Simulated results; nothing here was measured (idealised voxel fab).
The process module presented herein is designated voxel ribs on slabs.
We display cut, a cross-section 240 nm in width whose square cells are each 5 nm.
Notation: cross-section as square-cell grid; stated in bands, top first, going down; one or more cell rows per band. This entry defines a band. It first specifies the height of the band's top and the height of its bottom in nm, and then specifies the band's materials from left to right, stating each material with its width in nm. The word "all across" identifies a single material that fills the band from edge to edge, while the word "blank" identifies empty space. All heights in this document are referenced to 0, defined as the level beneath which the wafer, as received, consists entirely of one material. The lowest band is not bounded below; it extends indefinitely downward and is written in the form "from 0 down". Width spec "30 to 40" -> top row of cells at first value, bottom row at second value, equal per-row change in between. Reading "no alterations made" for a step: not a cell of the cross-section changed in it. Heads up: "Closed void register" only lists the empty pockets with no open path to the top that are 8 cells or more, and it writes them as width x height at distance, distance from the left edge, in nm. Step line, after settings: the simulator's comment on this step. overlay nm, on a step with a mask: how far to the right of its planned place the mask lay; to the left if negative.

[The steps planned for the process are as follows]
| 1 | op RECEIVE | material Si |
| 2 | op DIRECTIONAL_DEP | material SiO2 | thk nm 25 |
| 3 | op DIRECTIONAL_DEP | material polySi | thk nm 20 |
| 4 | op PATTERN | tone cover | mask id RIB | material resist | width nm 25 | thk nm 15 | overlay nm 0 |
| 5 | op DIRECTIONAL_ETCH | etch materials polySi | depth nm 5 |
| 6 | op STRIP | etch materials resist |
| 7 | op PATTERN | tone cover | mask id SLAB | material resist | width nm 75 | thk nm 20 | overlay nm 0 |
| 8 | op DIRECTIONAL_ETCH | etch materials polySi | depth nm 15 |
| 9 | op STRIP | etch materials resist |
| 10 | op FILL_DEP | material SiO2 | thk nm 25 |
| 11 | op CMP | height nm 65 |
| 12 | op DIRECTIONAL_DEP | material TiN | thk nm 10 |
| 13 | op MASKED_ETCH | tone cover | mask id HEATER | width nm 35 | etch materials TiN | depth nm 10 | overlay nm 0 |
| 14 | op CONFORMAL_DEP | material SiO2 | thk nm 5 |

[as received, after step 1]
* from 0 down: Si all across
* Closed void register: none

[Sectioned view, first of two wafers, at the close of the module, processed as intended in the plan]
* from 80 to 75: blank 95 / SiO2 45 / blank 100
* from 75 to 70: blank 95 / SiO2 5 / TiN 35 / SiO2 5 / blank 100
* from 70 to 65: SiO2 100 / TiN 35 / SiO2 105
* from 65 to 45: SiO2 all across
* from 45 to 40: SiO2 105 / polySi 25 / SiO2 110
* from 40 to 25: SiO2 80 / polySi 75 / SiO2 85
* from 25 to 0: SiO2 all across
* from 0 down: Si all across
* Closed void register: none

[End-of-module cross-section of the second wafer: identical starting point and process plan to the first, with one processing mistake]
* from 80 to 75: blank 95 / SiO2 45 / blank 100
* from 75 to 70: blank 95 / SiO2 5 / TiN 35 / SiO2 5 / blank 100
* from 70 to 65: SiO2 100 / TiN 35 / SiO2 105
* from 65 to 45: SiO2 all across
* from 45 to 40: SiO2 105 / polySi 25 / SiO2 110
* from 40 to 25: SiO2 85 / polySi 70 / SiO2 85
* from 25 to 0: SiO2 all across
* from 0 down: Si all across
* Closed void register: none
Finding, execution versus plan: step 7 did not use the planned setting and instead ran as op PATTERN | tone cover | mask id SLAB | material resist | width nm 70 | thk nm 20 | overlay nm 0
Looking at both finished wafers in cells, the second ends up ahead of or behind the first on some materials: SiO2 +3; polySi -3
